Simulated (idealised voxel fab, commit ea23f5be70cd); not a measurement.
Documented hereafter: the process module known as voxel spacer lines.
This is section cut - it's 195 nm across, gridded in 5 nm square cells.
The cross-sections in this document take the form of a grid made of square cells. They are written out as bands, in order from top to bottom. Each band consists of one or more rows of cells.
Basically the band line says how high the top is and how high the bottom is, in nm, and then what's in it from left to right, every material with its width in nm. Empty space shows up as "empty", and if a single material carries "throughout" it runs the full band edge to edge.
Heights from 0 (as-received wafer is one material below). Bottom band endless downward, as "0 down".
A width such as "30->40" changes by the same amount from each row of cells to the next, from the band's top row to its bottom row.
You'll sometimes find "no change" written for a step, and that's the way of saying that nowhere in the cross-section did a cell change during that step.
Look at "Sealed cavities" for the closed voids: empty spaces with no open path to the top, sized 8 cells or up. Each is width x height at distance, distance from the left edge, all nm.
Past the settings on a step's line: simulator remark, on that step.
overlay nm: where the mask lay relative to plan, measured to the right, on steps with a mask; negatives go left.
Reading guide: pairs of cross-sections, before and after one process step; after view cut off at lowest changed band; step and settings listed under each pair. Pairs may stem from different runs of this module on the same starting wafer; continuity with the pair above only where the "Prior to step" entry states it.
-- Prior to step
	0 down: Si throughout
	Sealed cavities: none
-- Step Result
	10 to 0: SiO2 throughout
	Rest of section, below 0: as before.
	Sealed cavities: none
Quick note on the step between the two cross-sections above: CONFORMAL_DEP: material SiO2, thk nm 10
Prior to step: cross-section not repeated; it is the one shown after the step in the pair just above.
-- Step Result
	20 to 10: polySi throughout
	Rest of section, below 10: as before.
	Sealed cavities: none
Quick note on the step between the two cross-sections above: DIRECTIONAL_DEP: material polySi, thk nm 10
Prior to step: cross-section not repeated; it is the one shown after the step in the pair just above.
-- Step Result
	50 to 20: aC throughout
	Rest of section, below 20: as before.
	Sealed cavities: none
Quick note on the step between the two cross-sections above: DIRECTIONAL_DEP: material aC, thk nm 30
Prior to step: cross-section not repeated; it is the one shown after the step in the pair just above.
-- Step Result
	85 to 50: 15 empty, then 25 resist, then 45 empty, then 25 resist, then 45 empty, then 25 resist, then 15 empty
	Rest of section, below 50: as before.
	Sealed cavities: none
Quick note on the step between the two cross-sections above: PATTERN: tone cover, mask id MANDREL, material resist, width nm 25, pitch nm 70, thk nm 35, overlay nm 0
Prior to step: cross-section not repeated; it is the one shown after the step in the pair just above.
-- Step Result
	55 to 50: 15 empty, then 25 resist, then 45 empty, then 25 resist, then 45 empty, then 25 resist, then 15 empty
	50 to 20: 15 empty, then 25 aC, then 45 empty, then 25 aC, then 45 empty, then 25 aC, then 15 empty
	Rest of section, below 20: as before.
	Sealed cavities: none
Quick note on the step between the two cross-sections above: DIRECTIONAL_ETCH: etch materials aC, depth nm 30
Prior to step: cross-section not repeated; it is the one shown after the step in the pair just above.
-- Step Result
	50 to 20: 15 empty, then 25 aC, then 45 empty, then 25 aC, then 45 empty, then 25 aC, then 15 empty
	Rest of section, below 20: as before.
	Sealed cavities: none
Quick note on the step between the two cross-sections above: STRIP: etch materials resist
Prior to step: cross-section not repeated; it is the one shown after the step in the pair just above.
-- Step Result
	60 to 50: 5 empty, then 45 SiN, then 25 empty, then 45 SiN, then 25 empty, then 45 SiN, then 5 empty
	50 to 30: 5 empty, then 10 SiN, then 25 aC, then 10 SiN, then 25 empty, then 10 SiN, then 25 aC, then 10 SiN, then 25 empty, then 10 SiN, then 25 aC, then 10 SiN, then 5 empty
	30 to 20: 15 SiN, then 25 aC, then 45 SiN, then 25 aC, then 45 SiN, then 25 aC, then 15 SiN
	Rest of section, below 20: as before.
	Sealed cavities: none
Quick note on the step between the two cross-sections above: CONFORMAL_DEP: material SiN, thk nm 10
Prior to step: cross-section not repeated; it is the one shown after the step in the pair just above.
-- Step Result
	50 to 20: 5 empty, then 10 SiN, then 25 aC, then 10 SiN, then 25 empty, then 10 SiN, then 25 aC, then 10 SiN, then 25 empty, then 10 SiN, then 25 aC, then 10 SiN, then 5 empty
	Rest of section, below 20: as before.
	Sealed cavities: none
Quick note on the step between the two cross-sections above: DIRECTIONAL_ETCH: etch materials SiN, depth nm 10
Prior to step: cross-section not repeated; it is the one shown after the step in the pair just above.
-- Step Result
	50 to 20: 5 empty, then 10 SiN, then 25 empty, then 10 SiN, then 25 empty, then 10 SiN, then 25 empty, then 10 SiN, then 25 empty, then 10 SiN, then 25 empty, then 10 SiN, then 5 empty
	Rest of section, below 20: as before.
	Sealed cavities: none
Quick note on the step between the two cross-sections above: STRIP: etch materials aC
Prior to step: cross-section not repeated; it is the one shown after the step in the pair just above.
-- Step Result
	50 to 20: 5 empty, then 10 SiN, then 25 empty, then 10 SiN, then 25 empty, then 10 SiN, then 25 empty, then 10 SiN, then 25 empty, then 10 SiN, then 25 empty, then 10 SiN, then 5 empty
	20 to 10: 5 empty, then 10 polySi, then 25 empty, then 10 polySi, then 25 empty, then 10 polySi, then 25 empty, then 10 polySi, then 25 empty, then 10 polySi, then 25 empty, then 10 polySi, then 5 empty
	Rest of section, below 10: as before.
	Sealed cavities: none
Quick note on the step between the two cross-sections above: DIRECTIONAL_ETCH: etch materials polySi, depth nm 10
Prior to step: cross-section not repeated; it is the one shown after the step in the pair just above.
-- Step Result
	20 to 10: 5 empty, then 10 polySi, then 25 empty, then 10 polySi, then 25 empty, then 10 polySi, then 25 empty, then 10 polySi, then 25 empty, then 10 polySi, then 25 empty, then 10 polySi, then 5 empty
	Rest of section, below 10: as before.
	Sealed cavities: none
Quick note on the step between the two cross-sections above: STRIP: etch materials SiN
-- Prior to step
	0 down: Si throughout
	Sealed cavities: none
-- Step Result
	10 to 0: polySi throughout
	Rest of section, below 0: as before.
	Sealed cavities: none
Quick note on the step between the two cross-sections above: DIRECTIONAL_DEP: material polySi, thk nm 10
Prior to step: cross-section not repeated; it is the one shown after the step in the pair just above.
-- Step Result
	40 to 10: aC throughout
	Rest of section, below 10: as before.
	Sealed cavities: none
Quick note on the step between the two cross-sections above: DIRECTIONAL_DEP: material aC, thk nm 30
Prior to step: cross-section not repeated; it is the one shown after the step in the pair just above.
-- Step Result
	75 to 40: 15 empty, then 25 resist, then 45 empty, then 25 resist, then 45 empty, then 25 resist, then 15 empty
	Rest of section, below 40: as before.
	Sealed cavities: none
Quick note on the step between the two cross-sections above: PATTERN: tone cover, mask id MANDREL, material resist, width nm 25, pitch nm 70, thk nm 35, overlay nm 0
Prior to step: cross-section not repeated; it is the one shown after the step in the pair just above.
-- Step Result
	45 to 40: 15 empty, then 25 resist, then 45 empty, then 25 resist, then 45 empty, then 25 resist, then 15 empty
	40 to 10: 15 empty, then 25 aC, then 45 empty, then 25 aC, then 45 empty, then 25 aC, then 15 empty
	Rest of section, below 10: as before.
	Sealed cavities: none
Quick note on the step between the two cross-sections above: DIRECTIONAL_ETCH: etch materials aC, depth nm 30
Prior to step: cross-section not repeated; it is the one shown after the step in the pair just above.
-- Step Result
	40 to 10: 15 empty, then 25 aC, then 45 empty, then 25 aC, then 45 empty, then 25 aC, then 15 empty
	Rest of section, below 10: as before.
	Sealed cavities: none
Quick note on the step between the two cross-sections above: STRIP: etch materials resist
Prior to step: cross-section not repeated; it is the one shown after the step in the pair just above.
-- Step Result
	50 to 40: 5 empty, then 45 SiN, then 25 empty, then 45 SiN, then 25 empty, then 45 SiN, then 5 empty
	40 to 20: 5 empty, then 10 SiN, then 25 aC, then 10 SiN, then 25 empty, then 10 SiN, then 25 aC, then 10 SiN, then 25 empty, then 10 SiN, then 25 aC, then 10 SiN, then 5 empty
	20 to 10: 15 SiN, then 25 aC, then 45 SiN, then 25 aC, then 45 SiN, then 25 aC, then 15 SiN
	Rest of section, below 10: as before.
	Sealed cavities: none
Quick note on the step between the two cross-sections above: CONFORMAL_DEP: material SiN, thk nm 10
Prior to step: cross-section not repeated; it is the one shown after the step in the pair just above.
-- Step Result
	40 to 10: 5 empty, then 10 SiN, then 25 aC, then 10 SiN, then 25 empty, then 10 SiN, then 25 aC, then 10 SiN, then 25 empty, then 10 SiN, then 25 aC, then 10 SiN, then 5 empty
	Rest of section, below 10: as before.
	Sealed cavities: none
Quick note on the step between the two cross-sections above: DIRECTIONAL_ETCH: etch materials SiN, depth nm 10
Prior to step: cross-section not repeated; it is the one shown after the step in the pair just above.
-- Step Result
	40 to 10: 5 empty, then 10 SiN, then 25 empty, then 10 SiN, then 25 empty, then 10 SiN, then 25 empty, then 10 SiN, then 25 empty, then 10 SiN, then 25 empty, then 10 SiN, then 5 empty
	Rest of section, below 10: as before.
	Sealed cavities: none
Quick note on the step between the two cross-sections above: STRIP: etch materials aC
Prior to step: cross-section not repeated; it is the one shown after the step in the pair just above.
-- Step Result
	40 to 10: 5 empty, then 10 SiN, then 25 empty, then 10 SiN, then 25 empty, then 10 SiN, then 25 empty, then 10 SiN, then 25 empty, then 10 SiN, then 25 empty, then 10 SiN, then 5 empty
	10 to 0: 5 empty, then 10 polySi, then 25 empty, then 10 polySi, then 25 empty, then 10 polySi, then 25 empty, then 10 polySi, then 25 empty, then 10 polySi, then 25 empty, then 10 polySi, then 5 empty
	Rest of section, below 0: as before.
	Sealed cavities: none
Quick note on the step between the two cross-sections above: DIRECTIONAL_ETCH: etch materials polySi, depth nm 10
Prior to step: cross-section not repeated; it is the one shown after the step in the pair just above.
-- Step Result
	10 to 0: 5 empty, then 10 polySi, then 25 empty, then 10 polySi, then 25 empty, then 10 polySi, then 25 empty, then 10 polySi, then 25 empty, then 10 polySi, then 25 empty, then 10 polySi, then 5 empty
	Rest of section, below 0: as before.
	Sealed cavities: none
Quick note on the step between the two cross-sections above: STRIP: etch materials SiN
-- Prior to step
	10 to 0: polySi throughout
	0 down: Si throughout
	Sealed cavities: none
-- Step Result
	20 to 10: SiO2 throughout
	Rest of section, below 10: as before.
	Sealed cavities: none
Quick note on the step between the two cross-sections above: CONFORMAL_DEP: material SiO2, thk nm 10
Prior to step: cross-section not repeated; it is the one shown after the step in the pair just above.
-- Step Result
	50 to 20: aC throughout
	Rest of section, below 20: as before.
	Sealed cavities: none
Quick note on the step between the two cross-sections above: DIRECTIONAL_DEP: material aC, thk nm 30
Prior to step: cross-section not repeated; it is the one shown after the step in the pair just above.
-- Step Result
	85 to 50: 15 empty, then 25 resist, then 45 empty, then 25 resist, then 45 empty, then 25 resist, then 15 empty
	Rest of section, below 50: as before.
	Sealed cavities: none
Quick note on the step between the two cross-sections above: PATTERN: tone cover, mask id MANDREL, material resist, width nm 25, pitch nm 70, thk nm 35, overlay nm 0
Prior to step: cross-section not repeated; it is the one shown after the step in the pair just above.
-- Step Result
	55 to 50: 15 empty, then 25 resist, then 45 empty, then 25 resist, then 45 empty, then 25 resist, then 15 empty
	50 to 20: 15 empty, then 25 aC, then 45 empty, then 25 aC, then 45 empty, then 25 aC, then 15 empty
	Rest of section, below 20: as before.
	Sealed cavities: none
Quick note on the step between the two cross-sections above: DIRECTIONAL_ETCH: etch materials aC, depth nm 30
Prior to step: cross-section not repeated; it is the one shown after the step in the pair just above.
-- Step Result
	50 to 20: 15 empty, then 25 aC, then 45 empty, then 25 aC, then 45 empty, then 25 aC, then 15 empty
	Rest of section, below 20: as before.
	Sealed cavities: none
Quick note on the step between the two cross-sections above: STRIP: etch materials resist
Prior to step: cross-section not repeated; it is the one shown after the step in the pair just above.
-- Step Result
	60 to 50: 5 empty, then 45 SiN, then 25 empty, then 45 SiN, then 25 empty, then 45 SiN, then 5 empty
	50 to 30: 5 empty, then 10 SiN, then 25 aC, then 10 SiN, then 25 empty, then 10 SiN, then 25 aC, then 10 SiN, then 25 empty, then 10 SiN, then 25 aC, then 10 SiN, then 5 empty
	30 to 20: 15 SiN, then 25 aC, then 45 SiN, then 25 aC, then 45 SiN, then 25 aC, then 15 SiN
	Rest of section, below 20: as before.
	Sealed cavities: none
Quick note on the step between the two cross-sections above: CONFORMAL_DEP: material SiN, thk nm 10
Prior to step: cross-section not repeated; it is the one shown after the step in the pair just above.
-- Step Result
	50 to 20: 5 empty, then 10 SiN, then 25 aC, then 10 SiN, then 25 empty, then 10 SiN, then 25 aC, then 10 SiN, then 25 empty, then 10 SiN, then 25 aC, then 10 SiN, then 5 empty
	Rest of section, below 20: as before.
	Sealed cavities: none
Quick note on the step between the two cross-sections above: DIRECTIONAL_ETCH: etch materials SiN, depth nm 10
Prior to step: cross-section not repeated; it is the one shown after the step in the pair just above.
-- Step Result
	50 to 20: 5 empty, then 10 SiN, then 25 empty, then 10 SiN, then 25 empty, then 10 SiN, then 25 empty, then 10 SiN, then 25 empty, then 10 SiN, then 25 empty, then 10 SiN, then 5 empty
	Rest of section, below 20: as before.
	Sealed cavities: none
Quick note on the step between the two cross-sections above: STRIP: etch materials aC
Prior to step: cross-section not repeated; it is the one shown after the step in the pair just above.
-- Step Result
	20 to 10: SiO2 throughout
	Rest of section, below 10: as before.
	Sealed cavities: none
Quick note on the step between the two cross-sections above: STRIP: etch materials SiN
-- Prior to step
	0 down: Si throughout
	Sealed cavities: none
-- Step Result
	15 to 0: SiO2 throughout
	Rest of section, below 0: as before.
	Sealed cavities: none
Quick note on the step between the two cross-sections above: CONFORMAL_DEP: material SiO2, thk nm 15
Prior to step: cross-section not repeated; it is the one shown after the step in the pair just above.
-- Step Result
	25 to 15: polySi throughout
	Rest of section, below 15: as before.
	Sealed cavities: none
Quick note on the step between the two cross-sections above: DIRECTIONAL_DEP: material polySi, thk nm 10
Prior to step: cross-section not repeated; it is the one shown after the step in the pair just above.
-- Step Result
	55 to 25: aC throughout
	Rest of section, below 25: as before.
	Sealed cavities: none
Quick note on the step between the two cross-sections above: DIRECTIONAL_DEP: material aC, thk nm 30
Prior to step: cross-section not repeated; it is the one shown after the step in the pair just above.
-- Step Result
	90 to 55: 15 empty, then 25 resist, then 45 empty, then 25 resist, then 45 empty, then 25 resist, then 15 empty
	Rest of section, below 55: as before.
	Sealed cavities: none
Quick note on the step between the two cross-sections above: PATTERN: tone cover, mask id MANDREL, material resist, width nm 25, pitch nm 70, thk nm 35, overlay nm 0
Prior to step: cross-section not repeated; it is the one shown after the step in the pair just above.
-- Step Result
	60 to 55: 15 empty, then 25 resist, then 45 empty, then 25 resist, then 45 empty, then 25 resist, then 15 empty
	55 to 25: 15 empty, then 25 aC, then 45 empty, then 25 aC, then 45 empty, then 25 aC, then 15 empty
	Rest of section, below 25: as before.
	Sealed cavities: none
Quick note on the step between the two cross-sections above: DIRECTIONAL_ETCH: etch materials aC, depth nm 30
Prior to step: cross-section not repeated; it is the one shown after the step in the pair just above.
-- Step Result
	55 to 25: 15 empty, then 25 aC, then 45 empty, then 25 aC, then 45 empty, then 25 aC, then 15 empty
	Rest of section, below 25: as before.
	Sealed cavities: none
Quick note on the step between the two cross-sections above: STRIP: etch materials resist
Prior to step: cross-section not repeated; it is the one shown after the step in the pair just above.
-- Step Result
	65 to 55: 5 empty, then 45 SiN, then 25 empty, then 45 SiN, then 25 empty, then 45 SiN, then 5 empty
	55 to 35: 5 empty, then 10 SiN, then 25 aC, then 10 SiN, then 25 empty, then 10 SiN, then 25 aC, then 10 SiN, then 25 empty, then 10 SiN, then 25 aC, then 10 SiN, then 5 empty
	35 to 25: 15 SiN, then 25 aC, then 45 SiN, then 25 aC, then 45 SiN, then 25 aC, then 15 SiN
	Rest of section, below 25: as before.
	Sealed cavities: none
Quick note on the step between the two cross-sections above: CONFORMAL_DEP: material SiN, thk nm 10
Prior to step: cross-section not repeated; it is the one shown after the step in the pair just above.
-- Step Result
	55 to 25: 5 empty, then 10 SiN, then 25 aC, then 10 SiN, then 25 empty, then 10 SiN, then 25 aC, then 10 SiN, then 25 empty, then 10 SiN, then 25 aC, then 10 SiN, then 5 empty
	Rest of section, below 25: as before.
	Sealed cavities: none
Quick note on the step between the two cross-sections above: DIRECTIONAL_ETCH: etch materials SiN, depth nm 10
Prior to step: cross-section not repeated; it is the one shown after the step in the pair just above.
-- Step Result
	55 to 25: 5 empty, then 10 SiN, then 25 empty, then 10 SiN, then 25 empty, then 10 SiN, then 25 empty, then 10 SiN, then 25 empty, then 10 SiN, then 25 empty, then 10 SiN, then 5 empty
	Rest of section, below 25: as before.
	Sealed cavities: none
Quick note on the step between the two cross-sections above: STRIP: etch materials aC
Prior to step: cross-section not repeated; it is the one shown after the step in the pair just above.
-- Step Result
	55 to 25: 5 empty, then 10 SiN, then 25 empty, then 10 SiN, then 25 empty, then 10 SiN, then 25 empty, then 10 SiN, then 25 empty, then 10 SiN, then 25 empty, then 10 SiN, then 5 empty
	25 to 15: 5 empty, then 10 polySi, then 25 empty, then 10 polySi, then 25 empty, then 10 polySi, then 25 empty, then 10 polySi, then 25 empty, then 10 polySi, then 25 empty, then 10 polySi, then 5 empty
	Rest of section, below 15: as before.
	Sealed cavities: none
Quick note on the step between the two cross-sections above: DIRECTIONAL_ETCH: etch materials polySi, depth nm 10
Prior to step: cross-section not repeated; it is the one shown after the step in the pair just above.
-- Step Result
	25 to 15: 5 empty, then 10 polySi, then 25 empty, then 10 polySi, then 25 empty, then 10 polySi, then 25 empty, then 10 polySi, then 25 empty, then 10 polySi, then 25 empty, then 10 polySi, then 5 empty
	Rest of section, below 15: as before.
	Sealed cavities: none
Quick note on the step between the two cross-sections above: STRIP: etch materials SiN
-- Prior to step
	50 to 20: aC throughout
	20 to 10: polySi throughout
	10 to 0: SiO2 throughout
	0 down: Si throughout
	Sealed cavities: none
-- Step Result
	85 to 50: 20 empty, then 15 resist, then 55 empty, then 15 resist, then 55 empty, then 15 resist, then 20 empty
	Rest of section, below 50: as before.
	Sealed cavities: none
Quick note on the step between the two cross-sections above: PATTERN: tone cover, mask id MANDREL, material resist, width nm 15, pitch nm 70, thk nm 35, overlay nm 0
Prior to step: cross-section not repeated; it is the one shown after the step in the pair just above.
-- Step Result
	55 to 50: 20 empty, then 15 resist, then 55 empty, then 15 resist, then 55 empty, then 15 resist, then 20 empty
	50 to 20: 20 empty, then 15 aC, then 55 empty, then 15 aC, then 55 empty, then 15 aC, then 20 empty
	Rest of section, below 20: as before.
	Sealed cavities: none
Quick note on the step between the two cross-sections above: DIRECTIONAL_ETCH: etch materials aC, depth nm 30
Prior to step: cross-section not repeated; it is the one shown after the step in the pair just above.
-- Step Result
	50 to 20: 20 empty, then 15 aC, then 55 empty, then 15 aC, then 55 empty, then 15 aC, then 20 empty
	Rest of section, below 20: as before.
	Sealed cavities: none
Quick note on the step between the two cross-sections above: STRIP: etch materials resist
Prior to step: cross-section not repeated; it is the one shown after the step in the pair just above.
-- Step Result
	60 to 50: 10 empty, then 35 SiN, then 35 empty, then 35 SiN, then 35 empty, then 35 SiN, then 10 empty
	50 to 30: 10 empty, then 10 SiN, then 15 aC, then 10 SiN, then 35 empty, then 10 SiN, then 15 aC, then 10 SiN, then 35 empty, then 10 SiN, then 15 aC, then 10 SiN, then 10 empty
	30 to 20: 20 SiN, then 15 aC, then 55 SiN, then 15 aC, then 55 SiN, then 15 aC, then 20 SiN
	Rest of section, below 20: as before.
	Sealed cavities: none
Quick note on the step between the two cross-sections above: CONFORMAL_DEP: material SiN, thk nm 10
Prior to step: cross-section not repeated; it is the one shown after the step in the pair just above.
-- Step Result
	50 to 20: 10 empty, then 10 SiN, then 15 aC, then 10 SiN, then 35 empty, then 10 SiN, then 15 aC, then 10 SiN, then 35 empty, then 10 SiN, then 15 aC, then 10 SiN, then 10 empty
	Rest of section, below 20: as before.
	Sealed cavities: none
Quick note on the step between the two cross-sections above: DIRECTIONAL_ETCH: etch materials SiN, depth nm 10
Prior to step: cross-section not repeated; it is the one shown after the step in the pair just above.
-- Step Result
	50 to 20: 10 empty, then 10 SiN, then 15 empty, then 10 SiN, then 35 empty, then 10 SiN, then 15 empty, then 10 SiN, then 35 empty, then 10 SiN, then 15 empty, then 10 SiN, then 10 empty
	Rest of section, below 20: as before.
	Sealed cavities: none
Quick note on the step between the two cross-sections above: STRIP: etch materials aC
Prior to step: cross-section not repeated; it is the one shown after the step in the pair just above.
-- Step Result
	50 to 20: 10 empty, then 10 SiN, then 15 empty, then 10 SiN, then 35 empty, then 10 SiN, then 15 empty, then 10 SiN, then 35 empty, then 10 SiN, then 15 empty, then 10 SiN, then 10 empty
	20 to 10: 10 empty, then 10 polySi, then 15 empty, then 10 polySi, then 35 empty, then 10 polySi, then 15 empty, then 10 polySi, then 35 empty, then 10 polySi, then 15 empty, then 10 polySi, then 10 empty
	Rest of section, below 10: as before.
	Sealed cavities: none
Quick note on the step between the two cross-sections above: DIRECTIONAL_ETCH: etch materials polySi, depth nm 10
Prior to step: cross-section not repeated; it is the one shown after the step in the pair just above.
-- Step Result
	20 to 10: 10 empty, then 10 polySi, then 15 empty, then 10 polySi, then 35 empty, then 10 polySi, then 15 empty, then 10 polySi, then 35 empty, then 10 polySi, then 15 empty, then 10 polySi, then 10 empty
	Rest of section, below 10: as before.
	Sealed cavities: none
Quick note on the step between the two cross-sections above: STRIP: etch materials SiN
-- Prior to step
	50 to 20: 15 empty, then 25 aC, then 45 empty, then 25 aC, then 45 empty, then 25 aC, then 15 empty
	20 to 10: polySi throughout
	10 to 0: SiO2 throughout
	0 down: Si throughout
	Sealed cavities: none
-- Step Result
	60 to 50: 5 empty, then 45 polySi, then 25 empty, then 45 polySi, then 25 empty, then 45 polySi, then 5 empty
	50 to 30: 5 empty, then 10 polySi, then 25 aC, then 10 polySi, then 25 empty, then 10 polySi, then 25 aC, then 10 polySi, then 25 empty, then 10 polySi, then 25 aC, then 10 polySi, then 5 empty
	30 to 20: 15 polySi, then 25 aC, then 45 polySi, then 25 aC, then 45 polySi, then 25 aC, then 15 polySi
	Rest of section, below 20: as before.
	Sealed cavities: none
Quick note on the step between the two cross-sections above: CONFORMAL_DEP: material polySi, thk nm 10
Prior to step: cross-section not repeated; it is the one shown after the step in the pair just above.
-- Step Result
	50 to 20: 5 empty, then 10 polySi, then 25 aC, then 10 polySi, then 25 empty, then 10 polySi, then 25 aC, then 10 polySi, then 25 empty, then 10 polySi, then 25 aC, then 10 polySi, then 5 empty
	Rest of section, below 20: as before.
	Sealed cavities: none
Quick note on the step between the two cross-sections above: DIRECTIONAL_ETCH: etch materials polySi, depth nm 10
-- Prior to step
	50 to 20: aC throughout
	20 to 10: polySi throughout
	10 to 0: SiO2 throughout
	0 down: Si throughout
	Sealed cavities: none
-- Step Result
	85 to 50: 15 resist, then 25 empty, then 45 resist, then 25 empty, then 45 resist, then 25 empty, then 15 resist
	Rest of section, below 50: as before.
	Sealed cavities: none
Quick note on the step between the two cross-sections above: PATTERN: tone open, mask id MANDREL, material resist, width nm 25, pitch nm 70, thk nm 35, overlay nm 0
Prior to step: cross-section not repeated; it is the one shown after the step in the pair just above.
-- Step Result
	55 to 50: 15 resist, then 25 empty, then 45 resist, then 25 empty, then 45 resist, then 25 empty, then 15 resist
	50 to 20: 15 aC, then 25 empty, then 45 aC, then 25 empty, then 45 aC, then 25 empty, then 15 aC
	Rest of section, below 20: as before.
	Sealed cavities: none
Quick note on the step between the two cross-sections above: DIRECTIONAL_ETCH: etch materials aC, depth nm 30
Prior to step: cross-section not repeated; it is the one shown after the step in the pair just above.
-- Step Result
	50 to 20: 15 aC, then 25 empty, then 45 aC, then 25 empty, then 45 aC, then 25 empty, then 15 aC
	Rest of section, below 20: as before.
	Sealed cavities: none
Quick note on the step between the two cross-sections above: STRIP: etch materials resist
Prior to step: cross-section not repeated; it is the one shown after the step in the pair just above.
-- Step Result
	60 to 50: 25 SiN, then 5 empty, then 65 SiN, then 5 empty, then 65 SiN, then 5 empty, then 25 SiN
	50 to 30: 15 aC, then 10 SiN, then 5 empty, then 10 SiN, then 45 aC, then 10 SiN, then 5 empty, then 10 SiN, then 45 aC, then 10 SiN, then 5 empty, then 10 SiN, then 15 aC
	30 to 20: 15 aC, then 25 SiN, then 45 aC, then 25 SiN, then 45 aC, then 25 SiN, then 15 aC
	Rest of section, below 20: as before.
	Sealed cavities: none
Quick note on the step between the two cross-sections above: CONFORMAL_DEP: material SiN, thk nm 10
Prior to step: cross-section not repeated; it is the one shown after the step in the pair just above.
-- Step Result
	50 to 20: 15 aC, then 10 SiN, then 5 empty, then 10 SiN, then 45 aC, then 10 SiN, then 5 empty, then 10 SiN, then 45 aC, then 10 SiN, then 5 empty, then 10 SiN, then 15 aC
	Rest of section, below 20: as before.
	Sealed cavities: none
Quick note on the step between the two cross-sections above: DIRECTIONAL_ETCH: etch materials SiN, depth nm 10
Prior to step: cross-section not repeated; it is the one shown after the step in the pair just above.
-- Step Result
	50 to 20: 15 empty, then 10 SiN, then 5 empty, then 10 SiN, then 45 empty, then 10 SiN, then 5 empty, then 10 SiN, then 45 empty, then 10 SiN, then 5 empty, then 10 SiN, then 15 empty
	Rest of section, below 20: as before.
	Sealed cavities: none
Quick note on the step between the two cross-sections above: STRIP: etch materials aC
Prior to step: cross-section not repeated; it is the one shown after the step in the pair just above.
-- Step Result
	50 to 20: 15 empty, then 10 SiN, then 5 empty, then 10 SiN, then 45 empty, then 10 SiN, then 5 empty, then 10 SiN, then 45 empty, then 10 SiN, then 5 empty, then 10 SiN, then 15 empty
	20 to 10: 15 empty, then 10 polySi, then 5 empty, then 10 polySi, then 45 empty, then 10 polySi, then 5 empty, then 10 polySi, then 45 empty, then 10 polySi, then 5 empty, then 10 polySi, then 15 empty
	Rest of section, below 10: as before.
	Sealed cavities: none
Quick note on the step between the two cross-sections above: DIRECTIONAL_ETCH: etch materials polySi, depth nm 10
Prior to step: cross-section not repeated; it is the one shown after the step in the pair just above.
-- Step Result
	20 to 10: 15 empty, then 10 polySi, then 5 empty, then 10 polySi, then 45 empty, then 10 polySi, then 5 empty, then 10 polySi, then 45 empty, then 10 polySi, then 5 empty, then 10 polySi, then 15 empty
	Rest of section, below 10: as before.
	Sealed cavities: none
Quick note on the step between the two cross-sections above: STRIP: etch materials SiN
